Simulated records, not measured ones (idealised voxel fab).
The following process module bears the name voxel trench capacitor.
In the cross-section labelled cut, the width is 245 nm and each square cell is 5 nm.
Reading order for cross-sections: top band down to bottom band. Underlying form: a grid of square cells. Band size: one or more rows of cells.
Read a band's entry like this: the first values are the height of its top and the height of its bottom in nm, and what follows is the sequence of materials from left to right, each with its width in nm. Note that "empty" is empty space, and that a single material marked "all across" reaches across the band from edge to edge.
Height 0 is the level under which the wafer as received is all one material. The lowest band goes on downwards, as in "0..down".
Width spec "30..40" -> top row of cells at first value, bottom row at second value, equal per-row change in between.
Where a step carries "no change", the cross-section came out of it unchanged, cell for cell.
Listed in "Trapped cavities": every empty space of 8 or more cells without an open way to the top. Form: width x height at distance, the distance being from the left edge, all in nm.
Heads up: the bit after the settings on a step's line is the simulator's remark on that step.
For masked steps, "overlay nm" on the step line gives how far right of plan the mask actually lay; a minus sign means it lay to the left.

### The planned process steps are enumerated hereunder
1: RECEIVE with material Si
2: CONFORMAL_DEP with material SiN, thk nm 10
3: DIRECTIONAL_DEP with material aC, thk nm 10
4: PATTERN with tone open, mask id TRENCH, material resist, width nm 15, pitch nm 40, thk nm 30, overlay nm 0
5: DIRECTIONAL_ETCH with etch materials aC, depth nm 10
6: STRIP with etch materials resist
7: DIRECTIONAL_ETCH with etch materials SiN, depth nm 10
8: DIRECTIONAL_ETCH with etch materials Si, depth nm 35
9: STRIP with etch materials aC
10: CONFORMAL_DEP with material Al2O3, thk nm 5
11: FILL_DEP with material polySi, thk nm 10
12: CMP with height nm 10

### First of the two wafers, run per plan

### as received, after step 1
> 0..down  Si all across
> Trapped cavities: none

### The wafer, seen in cross-section, after step 2
> 10..0  SiN all across
> All layers under 0 are left as they were.

### The wafer, seen in cross-section, after step 3
> 20..10  aC all across
> All layers under 10 are left as they were.

### The wafer, seen in cross-section, after step 4
> 50..20  resist 75 nm, then empty 15 nm, then resist 25 nm, then empty 15 nm, then resist 25 nm, then empty 15 nm, then resist 75 nm
> All layers under 20 are left as they were.

### The wafer, seen in cross-section, after step 5
> 40..20  resist 75 nm, then empty 15 nm, then resist 25 nm, then empty 15 nm, then resist 25 nm, then empty 15 nm, then resist 75 nm
> 20..10  aC 75 nm, then empty 15 nm, then aC 25 nm, then empty 15 nm, then aC 25 nm, then empty 15 nm, then aC 75 nm
> All layers under 10 are left as they were.

### The wafer, seen in cross-section, after step 6
> 20..10  aC 75 nm, then empty 15 nm, then aC 25 nm, then empty 15 nm, then aC 25 nm, then empty 15 nm, then aC 75 nm
> All layers under 10 are left as they were.

### The wafer, seen in cross-section, after step 7
> 20..10  aC 75 nm, then empty 15 nm, then aC 25 nm, then empty 15 nm, then aC 25 nm, then empty 15 nm, then aC 75 nm
> 10..0  SiN 75 nm, then empty 15 nm, then SiN 25 nm, then empty 15 nm, then SiN 25 nm, then empty 15 nm, then SiN 75 nm
> All layers under 0 are left as they were.

### The wafer, seen in cross-section, after step 8
> 20..10  aC 75 nm, then empty 15 nm, then aC 25 nm, then empty 15 nm, then aC 25 nm, then empty 15 nm, then aC 75 nm
> 10..0  SiN 75 nm, then empty 15 nm, then SiN 25 nm, then empty 15 nm, then SiN 25 nm, then empty 15 nm, then SiN 75 nm
> 0..-35  Si 75 nm, then empty 15 nm, then Si 25 nm, then empty 15 nm, then Si 25 nm, then empty 15 nm, then Si 75 nm
> All layers under -35 are left as they were.

### The wafer, seen in cross-section, after step 9
> 10..0  SiN 75 nm, then empty 15 nm, then SiN 25 nm, then empty 15 nm, then SiN 25 nm, then empty 15 nm, then SiN 75 nm
> All layers under 0 are left as they were.

### The wafer, seen in cross-section, after step 10
> 15..10  Al2O3 80 nm, then empty 5 nm, then Al2O3 35 nm, then empty 5 nm, then Al2O3 35 nm, then empty 5 nm, then Al2O3 80 nm
> 10..0  SiN 75 nm, then Al2O3 5 nm, then empty 5 nm, then Al2O3 5 nm, then SiN 25 nm, then Al2O3 5 nm, then empty 5 nm, then Al2O3 5 nm, then SiN 25 nm, then Al2O3 5 nm, then empty 5 nm, then Al2O3 5 nm, then SiN 75 nm
> 0..-30  Si 75 nm, then Al2O3 5 nm, then empty 5 nm, then Al2O3 5 nm, then Si 25 nm, then Al2O3 5 nm, then empty 5 nm, then Al2O3 5 nm, then Si 25 nm, then Al2O3 5 nm, then empty 5 nm, then Al2O3 5 nm, then Si 75 nm
> -30..-35  Si 75 nm, then Al2O3 15 nm, then Si 25 nm, then Al2O3 15 nm, then Si 25 nm, then Al2O3 15 nm, then Si 75 nm
> All layers under -35 are left as they were.

### The wafer, seen in cross-section, after step 11
> 25..15  polySi all across
> 15..10  Al2O3 80 nm, then polySi 5 nm, then Al2O3 35 nm, then polySi 5 nm, then Al2O3 35 nm, then polySi 5 nm, then Al2O3 80 nm
> 10..0  SiN 75 nm, then Al2O3 5 nm, then polySi 5 nm, then Al2O3 5 nm, then SiN 25 nm, then Al2O3 5 nm, then polySi 5 nm, then Al2O3 5 nm, then SiN 25 nm, then Al2O3 5 nm, then polySi 5 nm, then Al2O3 5 nm, then SiN 75 nm
> 0..-30  Si 75 nm, then Al2O3 5 nm, then polySi 5 nm, then Al2O3 5 nm, then Si 25 nm, then Al2O3 5 nm, then polySi 5 nm, then Al2O3 5 nm, then Si 25 nm, then Al2O3 5 nm, then polySi 5 nm, then Al2O3 5 nm, then Si 75 nm
> All layers under -30 are left as they were.

### The wafer, seen in cross-section, after step 12
> 10..0  SiN 75 nm, then Al2O3 5 nm, then polySi 5 nm, then Al2O3 5 nm, then SiN 25 nm, then Al2O3 5 nm, then polySi 5 nm, then Al2O3 5 nm, then SiN 25 nm, then Al2O3 5 nm, then polySi 5 nm, then Al2O3 5 nm, then SiN 75 nm
> All layers under 0 are left as they were.

### The remaining wafer, second of the two, started like the first and was run to the same plan, except that one mistake was made along the way; the two coincide through step 11, inclusive

Planned end of step 12: second wafer, cross-section: no change
Error vs. plan: not run: step 12 of the plan (skipped)
Once processing is complete, comparing cell counts shows that the second wafer has more or fewer of certain materials than the first: Al2O3: 46 more | polySi: 101 more
